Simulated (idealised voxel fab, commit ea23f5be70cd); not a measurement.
Process module, titled voxel self aligned contacts
We display cut, a cross-section 235 nm in width whose square cells are each 5 nm.
Cross-section, as written here: a square-cell grid given band by band from the top down, where a band holds one or more rows of cells. Band entry format. Leading values: height of top, height of bottom, nm. Remainder: materials in left-to-right order, each with its width in nm. Special words: "everywhere" on a single material, which then fills the band edge to edge; "blank", empty space. Basically, 0 is our baseline, since under it the wafer straight out of the box is all one material. The bottom band has no lower end and keeps on going down, so it looks like "from 0 down". When a width is written as two numbers, as in "30 to 40", the first number is the width in the top row of cells of the band and the second is the width in its bottom row, and the width changes by the same amount from each row to the next. "no alteration" (step): cross-section cells unchanged, all of them. The list in "Voids, fully enclosed" covers empty spaces of 8 cells or more that cannot reach the top through any open way, and it gives each as width x height at distance; the distance is from the left edge, and width, height and distance are in nm. On each step's line, the part that comes after the settings is the simulator's own comment on the step. overlay nm: mask right of planned place by this much (step with mask). Neg. = left.

## Process steps - plan
1,op RECEIVE | material Si
2,op OXIDIZE | depth nm 5
3,op DIRECTIONAL_DEP | material polySi | thk nm 30
4,op DIRECTIONAL_DEP | material SiN | thk nm 20
5,op PATTERN | tone cover | mask id GATE | material resist | width nm 30 | pitch nm 70 | thk nm 15 | overlay nm 0
6,op DIRECTIONAL_ETCH | etch materials SiN | depth nm 20
7,op DIRECTIONAL_ETCH | etch materials polySi | depth nm 30
8,op STRIP | etch materials resist
9,op CONFORMAL_DEP | material SiN | thk nm 10
10,op DIRECTIONAL_ETCH | etch materials SiN | depth nm 10
11,op FILL_DEP | material SiO2 | thk nm 20
12,op CMP | height nm 60
13,op DIRECTIONAL_DEP | material aC | thk nm 15
14,op PATTERN | tone open | mask id CONTACT | material resist | width nm 50 | pitch nm 70 | thk nm 30 | overlay nm 0
15,op DIRECTIONAL_ETCH | etch materials aC | depth nm 15
16,op STRIP | etch materials resist
17,op DIRECTIONAL_ETCH | etch materials SiO2 | depth nm 65
18,op STRIP | etch materials aC
19,op CONFORMAL_DEP | material TiN | thk nm 5
20,op FILL_DEP | material W | thk nm 5
21,op CMP | height nm 60
22,op CONFORMAL_DEP | material SiCN | thk nm 5

## Cross-section of the wafer at receipt, which is the condition after step 1
    from 0 down: Si everywhere
    Voids, fully enclosed: none

## Wafer cross-section at module end: first of two, run to plan
    from 65 to 60: SiCN everywhere
    from 60 to 50: SiO2 55 nm, TiN 5 to 20 nm, W 40 to 10 nm, TiN 5 to 20 nm, SiO2 20 nm, TiN 5 to 20 nm, W 40 to 10 nm, TiN 5 to 20 nm, SiO2 60 nm
    from 50 to 30: SiO2 20 nm, SiN 50 nm, TiN 5 nm, W 10 nm, TiN 5 nm, SiN 50 nm, TiN 5 nm, W 10 nm, TiN 5 nm, SiN 50 nm, SiO2 25 nm
    from 30 to 0: SiO2 20 nm, SiN 10 nm, polySi 30 nm, SiN 10 nm, TiN 5 nm, W 10 nm, TiN 5 nm, SiN 10 nm, polySi 30 nm, SiN 10 nm, TiN 5 nm, W 10 nm, TiN 5 nm, SiN 10 nm, polySi 30 nm, SiN 10 nm, SiO2 25 nm
    from 0 to -5: SiO2 70 nm, TiN 20 nm, SiO2 50 nm, TiN 20 nm, SiO2 75 nm
    from -5 down: Si everywhere
    Voids, fully enclosed: none

## End-of-module cross-section of the second wafer: identical starting point and process plan to the first, with one processing mistake
    from 65 to 60: SiCN everywhere
    from 60 to 50: SiO2 55 nm, TiN 5 to 20 nm, W 40 to 10 nm, TiN 5 to 20 nm, SiO2 20 nm, TiN 5 to 20 nm, W 40 to 10 nm, TiN 5 to 20 nm, SiO2 60 nm
    from 50 to 35: SiO2 20 nm, SiN 50 nm, TiN 5 nm, W 10 nm, TiN 5 nm, SiN 50 nm, TiN 5 nm, W 10 nm, TiN 5 nm, SiN 50 nm, SiO2 25 nm
    from 35 to 30: SiO2 20 nm, SiN 50 nm, TiN 20 nm, SiN 50 nm, TiN 20 nm, SiN 50 nm, SiO2 25 nm
    from 30 to 0: W everywhere
    from 0 to -5: SiO2 everywhere
    from -5 down: Si everywhere
    Voids, fully enclosed: none
Against the plan, the run slipped here: planned and actual differ for step 3; actual: op DIRECTIONAL_DEP | material W | thk nm 30
Final difference in cells, second wafer against first, listed per material as more or fewer: SiN: 72 fewer | SiO2: 46 fewer | TiN: 28 fewer | W: 254 more | polySi: 108 fewer
